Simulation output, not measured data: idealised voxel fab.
Process module heading - voxel capacitor over wiring
Displayed cross-section: cut, width of 225 nm, square cells sized 5 nm.
Bands, listed from the top down, are how a cross-section gets written in this document; the cross-section itself is a grid of square cells, and a band is one or more rows of them. Heads up on the band format: heights come first, top then bottom, in nm. After that it's the materials left to right, each with its width in nm. A single material flagged "full width" fills the whole band edge to edge, and "empty" means there's empty space there. Heads up on the height convention: 0 is the point under which the incoming wafer is all one material, and the lowest band has no bottom, it just keeps going down, like "0 and below". Width: "30 to 40" (first number = top row, second number = bottom row, same change from row to row of cells). "everything unchanged" for a step: no cell of the cross-section changed in that step. Entry "Catalogued sealed voids". Content: empty spaces with no open connection to the top, size 8 cells or greater. Each: width x height at distance. Distance: from left edge. Unit: nm. That trailing text on a step's line, after the settings, is the simulator's own remark on the step. overlay nm: for a step with a mask, the amount by which the mask lay right of where it was planned; a negative amount means left of it.
Planned process steps
- 1: RECEIVE [material Si]
- 2: CONFORMAL_DEP [material SiO2] [thk nm 10]
- 3: DIRECTIONAL_DEP [material TiN] [thk nm 5]
- 4: DIRECTIONAL_DEP [material Ru] [thk nm 15]
- 5: DIRECTIONAL_DEP [material aC] [thk nm 10]
- 6: PATTERN [tone cover] [mask id METAL_1] [material resist] [width nm 30] [pitch nm 80] [thk nm 25] [overlay nm 0]
- 7: DIRECTIONAL_ETCH [etch materials aC] [depth nm 10]
- 8: STRIP [etch materials resist]
- 9: DIRECTIONAL_ETCH [etch materials Ru] [depth nm 15]
- 10: DIRECTIONAL_ETCH [etch materials TiN] [depth nm 5]
- 11: STRIP [etch materials aC]
- 12: CONFORMAL_DEP [material SiCN] [thk nm 5]
- 13: FILL_DEP [material lowk] [thk nm 10]
- 14: CMP [height nm 30]
- 15: CONFORMAL_DEP [material SiCN] [thk nm 5]
- 16: DIRECTIONAL_DEP [material SiO2] [thk nm 20]
- 17: MASKED_ETCH [tone open] [mask id PLUG_1] [width nm 15] [etch materials SiO2] [depth nm 20] [overlay nm 0]
- 18: MASKED_ETCH [tone open] [mask id PLUG_1] [width nm 15] [etch materials SiCN] [depth nm 5] [overlay nm 0]
- 19: EPI [material Ru] [thk nm 10]
- 20: EPI [material Ru] [thk nm 10]
- 21: EPI [material Ru] [thk nm 5]
- 22: DIRECTIONAL_DEP [material TiN] [thk nm 10]
- 23: DIRECTIONAL_DEP [material Al2O3] [thk nm 5]
- 24: DIRECTIONAL_DEP [material TiN] [thk nm 5]
- 25: DIRECTIONAL_DEP [material aC] [thk nm 10]
- 26: PATTERN [tone cover] [mask id UPPER_PLATE] [material resist] [width nm 55] [thk nm 30] [overlay nm 0]
- 27: DIRECTIONAL_ETCH [etch materials aC] [depth nm 5]
- 28: STRIP [etch materials resist]
- 29: DIRECTIONAL_ETCH [etch materials TiN] [depth nm 5]
- 30: DIRECTIONAL_ETCH [etch materials Al2O3] [depth nm 5]
- 31: STRIP [etch materials aC]
- 32: PATTERN [tone cover] [mask id LOWER_PLATE] [material resist] [width nm 65] [thk nm 15] [overlay nm 0]
- 33: DIRECTIONAL_ETCH [etch materials TiN] [depth nm 10]
- 34: STRIP [etch materials resist]
- 35: FILL_DEP [material SiO2] [thk nm 20]
- 36: CMP [height nm 90]
- 37: PATTERN [tone open] [mask id PLUG_2] [material resist] [width nm 15] [thk nm 20] [overlay nm 0]
- 38: DIRECTIONAL_ETCH [etch materials SiO2] [depth nm 15]
- 39: STRIP [etch materials resist]
- 40: CONFORMAL_DEP [material TiN] [thk nm 5]
- 41: FILL_DEP [material Cu] [thk nm 10]
- 42: CMP [height nm 90]
- 43: CONFORMAL_DEP [material SiCN] [thk nm 5]
All wafers enter the flow in the same state. The depth nm at step 27 differs from wafer to wafer, and the plan gives the value for the first wafer.
As received, i.e. after step 1: cross-section through the first of several wafers
0 and below = Si full width
Catalogued sealed voids: none
First of several wafers, sectioned at end of module (last step: step 43)
95 down to 90 = SiCN full width
90 down to 80 = SiO2 (80) / TiN (5) / Cu (5) / TiN (5) / SiO2 (130)
80 down to 70 = SiO2 (80 to 65) / TiN (15 to 65) / SiO2 (130 to 95)
70 down to 65 = Al2O3 full width
65 down to 55 = TiN full width
55 down to 35 = SiO2 (70) / Ru (15) / SiO2 (140)
35 down to 30 = SiCN (70) / Ru (15) / SiCN (140)
30 down to 15 = lowk (50) / SiCN (5) / Ru (30) / SiCN (5) / lowk (40) / SiCN (5) / Ru (30) / SiCN (5) / lowk (55)
15 down to 10 = SiCN (55) / TiN (30) / SiCN (50) / TiN (30) / SiCN (60)
10 down to 0 = SiO2 full width
0 and below = Si full width
Catalogued sealed voids: none
Last wafer at the end
95 down to 90 = SiCN full width
90 down to 80 = SiO2 (80) / TiN (5) / Cu (5) / TiN (5) / SiO2 (130)
80 down to 70 = SiO2 (80 to 70) / TiN (15 to 55) / SiO2 (130 to 100)
70 down to 65 = SiO2 (70) / Al2O3 (55) / SiO2 (100)
65 down to 55 = SiO2 (65) / TiN (65) / SiO2 (95)
55 down to 35 = SiO2 (70) / Ru (15) / SiO2 (140)
35 down to 30 = SiCN (70) / Ru (15) / SiCN (140)
30 down to 15 = lowk (50) / SiCN (5) / Ru (30) / SiCN (5) / lowk (40) / SiCN (5) / Ru (30) / SiCN (5) / lowk (55)
15 down to 10 = SiCN (55) / TiN (30) / SiCN (50) / TiN (30) / SiCN (60)
10 down to 0 = SiO2 full width
0 and below = Si full width
Catalogued sealed voids: none
What follows is a table in which each wafer occupies a row; for the wafer as it stands at the close of the module, the row states, material by material, how many cells have been gained (+) or lost (-) since receipt, and then gives its closed voids
depth nm 5, +45 Al2O3, +2 Cu, +51 Ru, +132 SiCN, +416 SiO2, +122 TiN, +87 lowk, Catalogued sealed voids: none
depth nm 10, +11 Al2O3, +2 Cu, +51 Ru, +132 SiCN, +516 SiO2, +56 TiN, +87 lowk, Catalogued sealed voids: none
depth nm 15, +11 Al2O3, +2 Cu, +51 Ru, +132 SiCN, +516 SiO2, +56 TiN, +87 lowk, Catalogued sealed voids: none
depth nm 20, +11 Al2O3, +2 Cu, +51 Ru, +132 SiCN, +516 SiO2, +56 TiN, +87 lowk, Catalogued sealed voids: none
depth nm 25, +11 Al2O3, +2 Cu, +51 Ru, +132 SiCN, +516 SiO2, +56 TiN, +87 lowk, Catalogued sealed voids: none
